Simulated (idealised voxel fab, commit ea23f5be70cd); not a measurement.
process module | voxel capacitor over wiring
cross-section cut | 230 nm wide | cells 5 nm
A cross-section is a grid of square cells, given in bands from the top down. A band is one or more rows of cells.
Each band's line starts with the height of the band's top and of its bottom, in nm. Then come its materials from left to right, each with its width in nm. One material with "throughout" fills the band from edge to edge. "air" is empty space.
Height 0 is the level under which the wafer as received is all one material. The lowest band goes on downwards, as in "0 down".
A width such as "30 to 40" changes by the same amount from each row of cells to the next, from the band's top row to its bottom row.
"no change" after a step means that no cell of the cross-section changed.
closed voids: empty space of 8 cells or more with no open way to the top, each as width x height at its distance from the left edge, in nm
after a step's settings: what the simulator itself notes on the step
overlay nm, on a step with a mask: how far to the right of its planned place the mask lay; to the left if negative
plan
1 op RECEIVE | material Si
2 op CONFORMAL_DEP | material SiO2 | thk nm 10
3 op CONFORMAL_DEP | material SiN | thk nm 5
4 op DIRECTIONAL_DEP | material lowk | thk nm 15
5 op PATTERN | tone open | mask id METAL_1 | material resist | width nm 20 | pitch nm 80 | thk nm 20 | overlay nm 0
6 op DIRECTIONAL_ETCH | etch materials lowk | depth nm 15
7 op DIRECTIONAL_ETCH | etch materials SiN | depth nm 5
8 op STRIP | etch materials resist
9 op CONFORMAL_DEP | material TiN | thk nm 5
10 op FILL_DEP | material W | thk nm 10
11 op CMP | height nm 30
12 op CONFORMAL_DEP | material SiCN | thk nm 5
13 op DIRECTIONAL_DEP | material SiO2 | thk nm 15
14 op MASKED_ETCH | tone open | mask id PLUG_1 | width nm 15 | etch materials SiO2 | depth nm 15 | overlay nm 0
15 op MASKED_ETCH | tone open | mask id PLUG_1 | width nm 15 | etch materials SiCN | depth nm 5 | overlay nm 0
16 op CONFORMAL_DEP | material TiN | thk nm 5
17 op FILL_DEP | material Ru | thk nm 10
18 op CMP | height nm 50
19 op DIRECTIONAL_DEP | material TiN | thk nm 5
20 op DIRECTIONAL_DEP | material Al2O3 | thk nm 5
21 op DIRECTIONAL_DEP | material TiN | thk nm 5
22 op MASKED_ETCH | tone cover | mask id UPPER_PLATE | width nm 65 | etch materials TiN | depth nm 5 | overlay nm 0
23 op MASKED_ETCH | tone cover | mask id UPPER_PLATE | width nm 65 | etch materials Al2O3 | depth nm 5 | overlay nm 0
24 op PATTERN | tone cover | mask id LOWER_PLATE | material resist | width nm 75 | thk nm 20 | overlay nm 0
25 op DIRECTIONAL_ETCH | etch materials TiN | depth nm 5
26 op STRIP | etch materials resist
27 op FILL_DEP | material SiO2 | thk nm 15
28 op CMP | height nm 75
29 op MASKED_ETCH | tone open | mask id PLUG_2 | width nm 15 | etch materials SiO2 | depth nm 10 | overlay nm 0
30 op CONFORMAL_DEP | material TiN | thk nm 5
31 op FILL_DEP | material Ru | thk nm 10
32 op CMP | height nm 75
33 op CONFORMAL_DEP | material SiN | thk nm 5
first wafer, as planned
as received, after step 1
  0 down: Si throughout
  closed voids: none
after step 2
  10 to 0: SiO2 throughout
  below 0: unchanged
after step 3
  15 to 10: SiN throughout
  below 10: unchanged
after step 4
  30 to 15: lowk throughout
  below 15: unchanged
after step 5
  50 to 30: resist 65 | air 20 | resist 60 | air 20 | resist 65
  below 30: unchanged
after step 6
  50 to 30: resist 65 | air 20 | resist 60 | air 20 | resist 65
  30 to 15: lowk 65 | air 20 | lowk 60 | air 20 | lowk 65
  below 15: unchanged
after step 7
  50 to 30: resist 65 | air 20 | resist 60 | air 20 | resist 65
  30 to 15: lowk 65 | air 20 | lowk 60 | air 20 | lowk 65
  15 to 10: SiN 65 | air 20 | SiN 60 | air 20 | SiN 65
  below 10: unchanged
after step 8
  30 to 15: lowk 65 | air 20 | lowk 60 | air 20 | lowk 65
  below 15: unchanged
after step 9
  35 to 30: TiN 70 | air 10 | TiN 70 | air 10 | TiN 70
  30 to 15: lowk 65 | TiN 5 | air 10 | TiN 5 | lowk 60 | TiN 5 | air 10 | TiN 5 | lowk 65
  15 to 10: SiN 65 | TiN 20 | SiN 60 | TiN 20 | SiN 65
  below 10: unchanged
after step 10
  45 to 35: W throughout
  35 to 30: TiN 70 | W 10 | TiN 70 | W 10 | TiN 70
  30 to 15: lowk 65 | TiN 5 | W 10 | TiN 5 | lowk 60 | TiN 5 | W 10 | TiN 5 | lowk 65
  below 15: unchanged
after step 11
  30 to 15: lowk 65 | TiN 5 | W 10 | TiN 5 | lowk 60 | TiN 5 | W 10 | TiN 5 | lowk 65
  below 15: unchanged
after step 12
  35 to 30: SiCN throughout
  below 30: unchanged
after step 13
  50 to 35: SiO2 throughout
  below 35: unchanged
after step 14
  50 to 35: SiO2 70 | air 15 | SiO2 145
  below 35: unchanged
after step 15
  50 to 35: SiO2 70 | air 15 | SiO2 145
  35 to 30: SiCN 70 | air 15 | SiCN 145
  below 30: unchanged
after step 16
  55 to 50: TiN 75 | air 5 | TiN 150
  50 to 35: SiO2 70 | TiN 5 | air 5 | TiN 5 | SiO2 145
  35 to 30: SiCN 70 | TiN 15 | SiCN 145
  below 30: unchanged
after step 17
  65 to 55: Ru throughout
  55 to 50: TiN 75 | Ru 5 | TiN 150
  50 to 35: SiO2 70 | TiN 5 | Ru 5 | TiN 5 | SiO2 145
  below 35: unchanged
after step 18
  50 to 35: SiO2 70 | TiN 5 | Ru 5 | TiN 5 | SiO2 145
  below 35: unchanged
after step 19
  55 to 50: TiN throughout
  below 50: unchanged
after step 20
  60 to 55: Al2O3 throughout
  below 55: unchanged
after step 21
  65 to 60: TiN throughout
  below 60: unchanged
after step 22
  65 to 60: air 70 | TiN 65 | air 95
  below 60: unchanged
after step 23
  65 to 60: air 70 | TiN 65 | air 95
  60 to 55: air 70 | Al2O3 65 | air 95
  below 55: unchanged
after step 24
  85 to 65: air 65 | resist 75 | air 90
  65 to 60: air 65 | resist 5 | TiN 65 | resist 5 | air 90
  60 to 55: air 65 | resist 5 | Al2O3 65 | resist 5 | air 90
  below 55: unchanged
after step 25
  85 to 65: air 65 | resist 75 | air 90
  65 to 60: air 65 | resist 5 | TiN 65 | resist 5 | air 90
  60 to 55: air 65 | resist 5 | Al2O3 65 | resist 5 | air 90
  55 to 50: air 65 | TiN 75 | air 90
  below 50: unchanged
after step 26
  65 to 60: air 70 | TiN 65 | air 95
  60 to 55: air 70 | Al2O3 65 | air 95
  below 55: unchanged
after step 27
  80 to 65: SiO2 throughout
  65 to 60: SiO2 70 | TiN 65 | SiO2 95
  60 to 55: SiO2 70 | Al2O3 65 | SiO2 95
  55 to 50: SiO2 65 | TiN 75 | SiO2 90
  below 50: unchanged
after step 28
  75 to 65: SiO2 throughout
  below 65: unchanged
after step 29
  75 to 65: SiO2 80 | air 15 | SiO2 135
  below 65: unchanged
after step 30
  80 to 75: TiN 85 | air 5 | TiN 140
  75 to 70: SiO2 80 | TiN 5 | air 5 | TiN 5 | SiO2 135
  70 to 60: SiO2 80 to 70 | TiN 15 to 65 | SiO2 135 to 95
  below 60: unchanged
after step 31
  90 to 80: Ru throughout
  80 to 75: TiN 85 | Ru 5 | TiN 140
  75 to 70: SiO2 80 | TiN 5 | Ru 5 | TiN 5 | SiO2 135
  below 70: unchanged
after step 32
  75 to 70: SiO2 80 | TiN 5 | Ru 5 | TiN 5 | SiO2 135
  below 70: unchanged
after step 33
  80 to 75: SiN throughout
  below 75: unchanged
second wafer: like start, like plan, one mistake. Through step 20 it matches the first wafer
when step 21 should have ended
  75 to 60: TiN throughout
  below 60: unchanged
when step 22 should have ended
  75 to 70: air 70 | TiN 65 | air 95
  below 70: unchanged
when step 23 should have ended: no change
when step 24 should have ended
  95 to 75: air 65 | resist 75 | air 90
  75 to 70: air 65 | resist 5 | TiN 65 | resist 5 | air 90
  below 70: unchanged
when step 25 should have ended
  95 to 75: air 65 | resist 75 | air 90
  75 to 70: air 65 | resist 5 | TiN 65 | resist 5 | air 90
  70 to 65: air 65 | TiN 75 | air 90
  below 65: unchanged
when step 26 should have ended
  75 to 65: air 70 to 65 | TiN 65 to 75 | air 95 to 90
  below 65: unchanged
when step 27 should have ended
  90 to 75: SiO2 throughout
  75 to 65: SiO2 70 to 65 | TiN 65 to 75 | SiO2 95 to 90
  below 65: unchanged
when step 28 should have ended
  75 to 65: SiO2 70 to 65 | TiN 65 to 75 | SiO2 95 to 90
  below 65: unchanged
when step 29 should have ended: no change
when step 30 should have ended
  80 to 75: TiN throughout
  below 75: unchanged
when step 31 should have ended
  90 to 80: Ru throughout
  below 80: unchanged
when step 32 should have ended
  75 to 65: SiO2 70 to 65 | TiN 65 to 75 | SiO2 95 to 90
  below 65: unchanged
when step 33 should have ended
  80 to 75: SiN throughout
  below 75: unchanged
what went wrong: step 21 ran as: op DIRECTIONAL_DEP | material TiN | thk nm 15
at the end the second wafer has, in cells: 33 more of Al2O3 | 1 fewer of Ru | 119 fewer of SiO2 | 87 more of TiN
